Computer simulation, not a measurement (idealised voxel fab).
You're looking at the process module voxel spacer lines.
Shown is cross-section cut, with a width of 180 nm and square cells of size 5 nm.
In what follows, cross-sections appear as grids of square cells, described through bands that run from the top down, where every band is one or more rows of cells. It is stipulated that each band's entry specify, in nanometres, the height of the top of the band and then that of its bottom, followed by the materials of the band in left-to-right sequence, each together with its width in nanometres. A single material marked by the word "everywhere" is understood to fill the band from edge to edge; the word "blank" is understood to denote empty space. All heights in this document are referenced to 0, defined as the level beneath which the wafer, as received, consists entirely of one material. The lowest band is not bounded below; it extends indefinitely downward and is written in the form "0 down". The width entry "30..40" should be interpreted row by row: the top row of cells in the band takes the first number, the bottom row takes the second number, and the change between adjacent rows is uniform throughout. Step note "no modification" = no cross-section cell changed. Each empty space that has no open way to the top and spans at least 8 cells appears under "Sealed internal cavities" as width x height at distance, the distance counted from the left edge, all in nm. On a step's line, text after the settings is the simulator commenting on that step. The optional step-line setting "overlay nm" applies to steps with a mask and quantifies how far to the right of its planned location the mask lay, a negative value indicating leftward placement.

PROCESS STEPS (PLANNED)
1,op RECEIVE | material Si
2,op CONFORMAL_DEP | material Al2O3 | thk nm 10
3,op DIRECTIONAL_DEP | material TiN | thk nm 10
4,op DIRECTIONAL_DEP | material aC | thk nm 30
5,op PATTERN | tone cover | mask id MANDREL | material resist | width nm 25 | pitch nm 70 | thk nm 35 | overlay nm 0
6,op DIRECTIONAL_ETCH | etch materials aC | depth nm 30
7,op STRIP | etch materials resist
8,op CONFORMAL_DEP | material SiN | thk nm 10
9,op DIRECTIONAL_ETCH | etch materials SiN | depth nm 10
10,op STRIP | etch materials aC
11,op DIRECTIONAL_ETCH | etch materials TiN | depth nm 10
12,op STRIP | etch materials SiN
13,op FILL_DEP | material lowk | thk nm 10
14,op CMP | height nm 20

FIRST WAFER, TWO IN TOTAL, RUN AS PLANNED

AS RECEIVED, AFTER STEP 1
0 down: Si everywhere
Sealed internal cavities: none

AFTER STEP 2: WAFER CROSS-SECTION
10 to 0: Al2O3 everywhere
Anything lower than 0 is untouched.

AFTER STEP 3: WAFER CROSS-SECTION
20 to 10: TiN everywhere
Anything lower than 10 is untouched.

AFTER STEP 4: WAFER CROSS-SECTION
50 to 20: aC everywhere
Anything lower than 20 is untouched.

AFTER STEP 5: WAFER CROSS-SECTION
85 to 50: blank=40; resist=25; blank=45; resist=25; blank=45
Anything lower than 50 is untouched.

AFTER STEP 6: WAFER CROSS-SECTION
55 to 50: blank=40; resist=25; blank=45; resist=25; blank=45
50 to 20: blank=40; aC=25; blank=45; aC=25; blank=45
Anything lower than 20 is untouched.

AFTER STEP 7: WAFER CROSS-SECTION
50 to 20: blank=40; aC=25; blank=45; aC=25; blank=45
Anything lower than 20 is untouched.

AFTER STEP 8: WAFER CROSS-SECTION
60 to 50: blank=30; SiN=45; blank=25; SiN=45; blank=35
50 to 30: blank=30; SiN=10; aC=25; SiN=10; blank=25; SiN=10; aC=25; SiN=10; blank=35
30 to 20: SiN=40; aC=25; SiN=45; aC=25; SiN=45
Anything lower than 20 is untouched.

AFTER STEP 9: WAFER CROSS-SECTION
50 to 20: blank=30; SiN=10; aC=25; SiN=10; blank=25; SiN=10; aC=25; SiN=10; blank=35
Anything lower than 20 is untouched.

AFTER STEP 10: WAFER CROSS-SECTION
50 to 20: blank=30; SiN=10; blank=25; SiN=10; blank=25; SiN=10; blank=25; SiN=10; blank=35
Anything lower than 20 is untouched.

AFTER STEP 11: WAFER CROSS-SECTION
50 to 20: blank=30; SiN=10; blank=25; SiN=10; blank=25; SiN=10; blank=25; SiN=10; blank=35
20 to 10: blank=30; TiN=10; blank=25; TiN=10; blank=25; TiN=10; blank=25; TiN=10; blank=35
Anything lower than 10 is untouched.

AFTER STEP 12: WAFER CROSS-SECTION
20 to 10: blank=30; TiN=10; blank=25; TiN=10; blank=25; TiN=10; blank=25; TiN=10; blank=35
Anything lower than 10 is untouched.

AFTER STEP 13: WAFER CROSS-SECTION
30 to 20: lowk everywhere
20 to 10: lowk=30; TiN=10; lowk=25; TiN=10; lowk=25; TiN=10; lowk=25; TiN=10; lowk=35
Anything lower than 10 is untouched.

AFTER STEP 14: WAFER CROSS-SECTION
20 to 10: lowk=30; TiN=10; lowk=25; TiN=10; lowk=25; TiN=10; lowk=25; TiN=10; lowk=35
Anything lower than 10 is untouched.

HERE THE SECOND WAFER IS DESCRIBED. ITS START AND ITS PLAN WERE THOSE OF THE FIRST WAFER. ITS RUN CONTAINED ONE MISTAKE. UP TO AND INCLUDING STEP 1, IT DID EXACTLY WHAT THE FIRST WAFER DID

AT THE PLANNED END OF STEP 2, THE SECOND WAFER IN CROSS-SECTION
15 to 0: Al2O3 everywhere
Anything lower than 0 is untouched.

AT THE PLANNED END OF STEP 3, THE SECOND WAFER IN CROSS-SECTION
25 to 15: TiN everywhere
Anything lower than 15 is untouched.

AT THE PLANNED END OF STEP 4, THE SECOND WAFER IN CROSS-SECTION
55 to 25: aC everywhere
Anything lower than 25 is untouched.

AT THE PLANNED END OF STEP 5, THE SECOND WAFER IN CROSS-SECTION
90 to 55: blank=40; resist=25; blank=45; resist=25; blank=45
Anything lower than 55 is untouched.

AT THE PLANNED END OF STEP 6, THE SECOND WAFER IN CROSS-SECTION
60 to 55: blank=40; resist=25; blank=45; resist=25; blank=45
55 to 25: blank=40; aC=25; blank=45; aC=25; blank=45
Anything lower than 25 is untouched.

AT THE PLANNED END OF STEP 7, THE SECOND WAFER IN CROSS-SECTION
55 to 25: blank=40; aC=25; blank=45; aC=25; blank=45
Anything lower than 25 is untouched.

AT THE PLANNED END OF STEP 8, THE SECOND WAFER IN CROSS-SECTION
65 to 55: blank=30; SiN=45; blank=25; SiN=45; blank=35
55 to 35: blank=30; SiN=10; aC=25; SiN=10; blank=25; SiN=10; aC=25; SiN=10; blank=35
35 to 25: SiN=40; aC=25; SiN=45; aC=25; SiN=45
Anything lower than 25 is untouched.

AT THE PLANNED END OF STEP 9, THE SECOND WAFER IN CROSS-SECTION
55 to 25: blank=30; SiN=10; aC=25; SiN=10; blank=25; SiN=10; aC=25; SiN=10; blank=35
Anything lower than 25 is untouched.

AT THE PLANNED END OF STEP 10, THE SECOND WAFER IN CROSS-SECTION
55 to 25: blank=30; SiN=10; blank=25; SiN=10; blank=25; SiN=10; blank=25; SiN=10; blank=35
Anything lower than 25 is untouched.

AT THE PLANNED END OF STEP 11, THE SECOND WAFER IN CROSS-SECTION
55 to 25: blank=30; SiN=10; blank=25; SiN=10; blank=25; SiN=10; blank=25; SiN=10; blank=35
25 to 15: blank=30; TiN=10; blank=25; TiN=10; blank=25; TiN=10; blank=25; TiN=10; blank=35
Anything lower than 15 is untouched.

AT THE PLANNED END OF STEP 12, THE SECOND WAFER IN CROSS-SECTION
25 to 15: blank=30; TiN=10; blank=25; TiN=10; blank=25; TiN=10; blank=25; TiN=10; blank=35
Anything lower than 15 is untouched.

AT THE PLANNED END OF STEP 13, THE SECOND WAFER IN CROSS-SECTION
35 to 25: lowk everywhere
25 to 15: lowk=30; TiN=10; lowk=25; TiN=10; lowk=25; TiN=10; lowk=25; TiN=10; lowk=35
Anything lower than 15 is untouched.

AT THE PLANNED END OF STEP 14, THE SECOND WAFER IN CROSS-SECTION
20 to 15: lowk=30; TiN=10; lowk=25; TiN=10; lowk=25; TiN=10; lowk=25; TiN=10; lowk=35
Anything lower than 15 is untouched.
What went wrong in running the wafer? step 2 changed vs plan, executed as op CONFORMAL_DEP | material Al2O3 | thk nm 15
At the finish, the second wafer shows more or fewer cells for some materials than the first does: +36 Al2O3 | -8 TiN | -28 lowk
